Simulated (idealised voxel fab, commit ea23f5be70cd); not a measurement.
process module | voxel trench capacitor
cross-section cut | 290 nm wide | cells 5 nm
A cross-section is a grid of square cells, given in bands from the top down. A band is one or more rows of cells.
Each band's line starts with the height of the band's top and of its bottom, in nm. Then come its materials from left to right, each with its width in nm. One material with "throughout" fills the band from edge to edge. "air" is empty space.
Height 0 is the level under which the wafer as received is all one material. The lowest band goes on downwards, as in "0 down".
A width such as "30 to 40" changes by the same amount from each row of cells to the next, from the band's top row to its bottom row.
"no change" after a step means that no cell of the cross-section changed.
closed voids: empty space of 8 cells or more with no open way to the top, each as width x height at its distance from the left edge, in nm
after a step's settings: what the simulator itself notes on the step
overlay nm, on a step with a mask: how far to the right of its planned place the mask lay; to the left if negative
plan
1 op RECEIVE | material Si
2 op CONFORMAL_DEP | material SiN | thk nm 10
3 op DIRECTIONAL_DEP | material aC | thk nm 15
4 op PATTERN | tone open | mask id TRENCH | material resist | width nm 25 | pitch nm 50 | thk nm 30 | overlay nm 0
5 op DIRECTIONAL_ETCH | etch materials aC | depth nm 15
6 op STRIP | etch materials resist
7 op DIRECTIONAL_ETCH | etch materials SiN | depth nm 10
8 op DIRECTIONAL_ETCH | etch materials Si | depth nm 40
9 op STRIP | etch materials aC
10 op CONFORMAL_DEP | material HfO2 | thk nm 5
11 op CONFORMAL_DEP | material TiN | thk nm 5
12 op FILL_DEP | material W | thk nm 5
13 op CMP | height nm 10
as received, after step 1
  0 down: Si throughout
  closed voids: none
first wafer at the end, as planned
  10 to 0: SiN 55 | HfO2 5 | TiN 5 | W 5 | TiN 5 | HfO2 5 | SiN 25 | HfO2 5 | TiN 5 | W 5 | TiN 5 | HfO2 5 | SiN 25 | HfO2 5 | TiN 5 | W 5 | TiN 5 | HfO2 5 | SiN 25 | HfO2 5 | TiN 5 | W 5 | TiN 5 | HfO2 5 | SiN 60
  0 to -30: Si 55 | HfO2 5 | TiN 5 | W 5 | TiN 5 | HfO2 5 | Si 25 | HfO2 5 | TiN 5 | W 5 | TiN 5 | HfO2 5 | Si 25 | HfO2 5 | TiN 5 | W 5 | TiN 5 | HfO2 5 | Si 25 | HfO2 5 | TiN 5 | W 5 | TiN 5 | HfO2 5 | Si 60
  -30 to -35: Si 55 | HfO2 5 | TiN 15 | HfO2 5 | Si 25 | HfO2 5 | TiN 15 | HfO2 5 | Si 25 | HfO2 5 | TiN 15 | HfO2 5 | Si 25 | HfO2 5 | TiN 15 | HfO2 5 | Si 60
  -35 to -40: Si 55 | HfO2 25 | Si 25 | HfO2 25 | Si 25 | HfO2 25 | Si 25 | HfO2 25 | Si 60
  -40 down: Si throughout
  closed voids: none
second wafer at the end: like start, like plan, one mistake
  10 to 5: HfO2 60 | TiN 5 | W 5 | TiN 5 | HfO2 35 | TiN 5 | W 5 | TiN 5 | HfO2 35 | TiN 5 | W 5 | TiN 5 | HfO2 35 | TiN 5 | W 5 | TiN 5 | HfO2 65
  5 to 0: SiN 55 | HfO2 5 | TiN 5 | W 5 | TiN 5 | HfO2 5 | SiN 25 | HfO2 5 | TiN 5 | W 5 | TiN 5 | HfO2 5 | SiN 25 | HfO2 5 | TiN 5 | W 5 | TiN 5 | HfO2 5 | SiN 25 | HfO2 5 | TiN 5 | W 5 | TiN 5 | HfO2 5 | SiN 60
  0 to -30: Si 55 | HfO2 5 | TiN 5 | W 5 | TiN 5 | HfO2 5 | Si 25 | HfO2 5 | TiN 5 | W 5 | TiN 5 | HfO2 5 | Si 25 | HfO2 5 | TiN 5 | W 5 | TiN 5 | HfO2 5 | Si 25 | HfO2 5 | TiN 5 | W 5 | TiN 5 | HfO2 5 | Si 60
  -30 to -35: Si 55 | HfO2 5 | TiN 15 | HfO2 5 | Si 25 | HfO2 5 | TiN 15 | HfO2 5 | Si 25 | HfO2 5 | TiN 15 | HfO2 5 | Si 25 | HfO2 5 | TiN 15 | HfO2 5 | Si 60
  -35 to -40: Si 55 | HfO2 25 | Si 25 | HfO2 25 | Si 25 | HfO2 25 | Si 25 | HfO2 25 | Si 60
  -40 down: Si throughout
  closed voids: none
what went wrong: step 2 ran as: op CONFORMAL_DEP | material SiN | thk nm 5
at the end the second wafer has, in cells: 38 more of HfO2 | 38 fewer of SiN
